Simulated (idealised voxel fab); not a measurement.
process module | voxel transistor to metal
cross-section cut | 295 nm wide | cells 5 nm
A cross-section is a grid of square cells, given in bands from the top down. A band is one or more rows of cells.
Each band's line starts with the height of the band's top and of its bottom, in nm. Then come its materials from left to right, each with its width in nm. One material with "throughout" fills the band from edge to edge. "air" is empty space.
Height 0 is the level under which the wafer as received is all one material. The lowest band goes on downwards, as in "0 down".
A width such as "30 to 40" changes by the same amount from each row of cells to the next, from the band's top row to its bottom row.
"no change" after a step means that no cell of the cross-section changed.
closed voids: empty space of 8 cells or more with no open way to the top, each as width x height at its distance from the left edge, in nm
after a step's settings: what the simulator itself notes on the step
overlay nm, on a step with a mask: how far to the right of its planned place the mask lay; to the left if negative
plan
1 op RECEIVE | material Si
2 op OXIDIZE | depth nm 5
3 op CONFORMAL_DEP | material SiN | thk nm 15
4 op DIRECTIONAL_DEP | material aC | thk nm 10
5 op PATTERN | tone cover | mask id ACTIVE | material resist | width nm 95 | pitch nm 125 | thk nm 30 | overlay nm 0
6 op DIRECTIONAL_ETCH | etch materials aC | depth nm 10
7 op STRIP | etch materials resist
8 op DIRECTIONAL_ETCH | etch materials SiN | depth nm 15
9 op DIRECTIONAL_ETCH | etch materials SiO2 | depth nm 5
10 op DIRECTIONAL_ETCH | etch materials Si | depth nm 30
11 op STRIP | etch materials aC
12 op OXIDIZE | depth nm 5
13 op FILL_DEP | material SiO2 | thk nm 10
14 op CMP | height nm 15
15 op SELECTIVE_ETCH | etch materials SiO2 | depth nm 10
16 op STRIP | etch materials SiN
17 op SELECTIVE_ETCH | etch materials SiO2 | depth nm 5
18 op OXIDIZE | depth nm 5
19 op DIRECTIONAL_DEP | material polySi | thk nm 20
20 op DIRECTIONAL_DEP | material SiCN | thk nm 10
21 op PATTERN | tone cover | mask id GATE | material resist | width nm 15 | pitch nm 125 | thk nm 15 | overlay nm 0
22 op DIRECTIONAL_ETCH | etch materials SiCN | depth nm 20
23 op DIRECTIONAL_ETCH | etch materials polySi | depth nm 30
24 op STRIP | etch materials resist
25 op CONFORMAL_DEP | material SiN | thk nm 5
26 op DIRECTIONAL_ETCH | etch materials SiN | depth nm 5
27 op DIRECTIONAL_ETCH | etch materials SiO2 | depth nm 5
28 op DIRECTIONAL_ETCH | etch materials Si | depth nm 10
29 op EPI | material SiGe | thk nm 15
30 op FILL_DEP | material SiO2 | thk nm 5
31 op CMP | height nm 25
32 op DIRECTIONAL_DEP | material SiO2 | thk nm 15
33 op MASKED_ETCH | tone open | mask id CONTACT | width nm 25 | etch materials SiO2 | depth nm 45 | overlay nm 0
34 op CONFORMAL_DEP | material TiN | thk nm 5
35 op FILL_DEP | material Ru | thk nm 5
36 op CMP | height nm 40
37 op DIRECTIONAL_DEP | material TiN | thk nm 5
38 op DIRECTIONAL_DEP | material Ru | thk nm 15
39 op MASKED_ETCH | tone cover | mask id METAL_1 | width nm 15 | etch materials Ru | depth nm 15 | overlay nm 0
40 op MASKED_ETCH | tone cover | mask id METAL_1 | width nm 15 | etch materials TiN | depth nm 5 | overlay nm 0
41 op CONFORMAL_DEP | material SiCN | thk nm 5
42 op FILL_DEP | material lowk | thk nm 10
43 op CMP | height nm 60
44 op CONFORMAL_DEP | material SiN | thk nm 5
as received, after step 1
  0 down: Si throughout
  closed voids: none
a wafer at the end: this start, this plan, one mistake
  65 to 60: SiN throughout
  60 to 50: lowk 40 | SiCN 5 | Ru 15 | SiCN 5 | lowk 35 | SiCN 5 | Ru 15 | SiCN 5 | lowk 40 | SiCN 5 | Ru 15 | SiCN 5 | lowk 35 | SiCN 5 | Ru 15 | SiCN 5 | lowk 45
  50 to 45: lowk 40 | SiCN 5 | Ru 15 | SiCN 15 | lowk 25 | SiCN 5 | Ru 15 | SiCN 15 | lowk 30 | SiCN 5 | Ru 15 | SiCN 15 | lowk 25 | SiCN 5 | Ru 15 | SiCN 15 | lowk 35
  45 to 40: SiCN 45 | TiN 25 | SiCN 35 | TiN 25 | SiCN 40 | TiN 25 | SiCN 35 | TiN 25 | SiCN 40
  40 to 25: SiO2 45 | TiN 5 | Ru 15 | TiN 5 | SiO2 25 | TiN 5 | Ru 15 | TiN 5 | SiO2 50 | TiN 5 | Ru 15 | TiN 5 | SiO2 25 | TiN 5 | Ru 15 | TiN 5 | SiO2 50
  25 to 15: SiO2 45 | TiN 5 | Ru 15 | TiN 5 | SiN 5 | SiCN 15 | SiN 5 | TiN 5 | Ru 15 | TiN 5 | SiO2 50 | TiN 5 | Ru 15 | TiN 5 | SiN 5 | SiCN 15 | SiN 5 | TiN 5 | Ru 15 | TiN 5 | SiO2 50
  15 to 10: SiO2 45 | TiN 5 | Ru 15 | TiN 5 | SiN 5 | polySi 15 | SiN 5 | TiN 5 | Ru 15 | TiN 5 | SiO2 50 | TiN 5 | Ru 15 | TiN 5 | SiN 5 | polySi 15 | SiN 5 | TiN 5 | Ru 15 | TiN 5 | SiO2 50
  10 to 5: SiO2 45 | TiN 25 | SiN 5 | polySi 15 | SiN 5 | TiN 25 | SiO2 50 | TiN 25 | SiN 5 | polySi 15 | SiN 5 | TiN 25 | SiO2 50
  5 to 0: SiO2 45 | TiN 10 | SiGe 15 | SiN 5 | polySi 15 | SiN 5 | SiGe 15 | TiN 10 | SiO2 50 | TiN 10 | SiGe 15 | SiN 5 | polySi 15 | SiN 5 | SiGe 15 | TiN 10 | SiO2 50
  0 to -5: SiO2 30 | SiN 5 | SiO2 10 | TiN 10 | SiGe 15 | SiN 5 | polySi 15 | SiN 5 | SiGe 15 | TiN 10 | SiO2 10 | SiN 5 | SiO2 20 | SiN 5 | SiO2 10 | TiN 10 | SiGe 15 | SiN 5 | polySi 15 | SiN 5 | SiGe 15 | TiN 10 | SiO2 10 | SiN 5 | SiO2 35
  -5 to -10: SiO2 35 | SiGe 35 | SiO2 25 | SiGe 35 | SiO2 30 | SiGe 35 | SiO2 25 | SiGe 35 | SiO2 40
  -10 to -20: SiO2 40 | SiGe 30 | Si 25 | SiGe 30 | SiO2 40 | SiGe 30 | Si 25 | SiGe 30 | SiO2 45
  -20 to -40: SiO2 40 | Si 85 | SiO2 40 | Si 85 | SiO2 45
  -40 down: Si throughout
  closed voids: none
what went wrong: step 40 ran as: op MASKED_ETCH | tone cover | mask id METAL_1 | width nm 15 | etch materials TiN | depth nm 5 | overlay nm 10
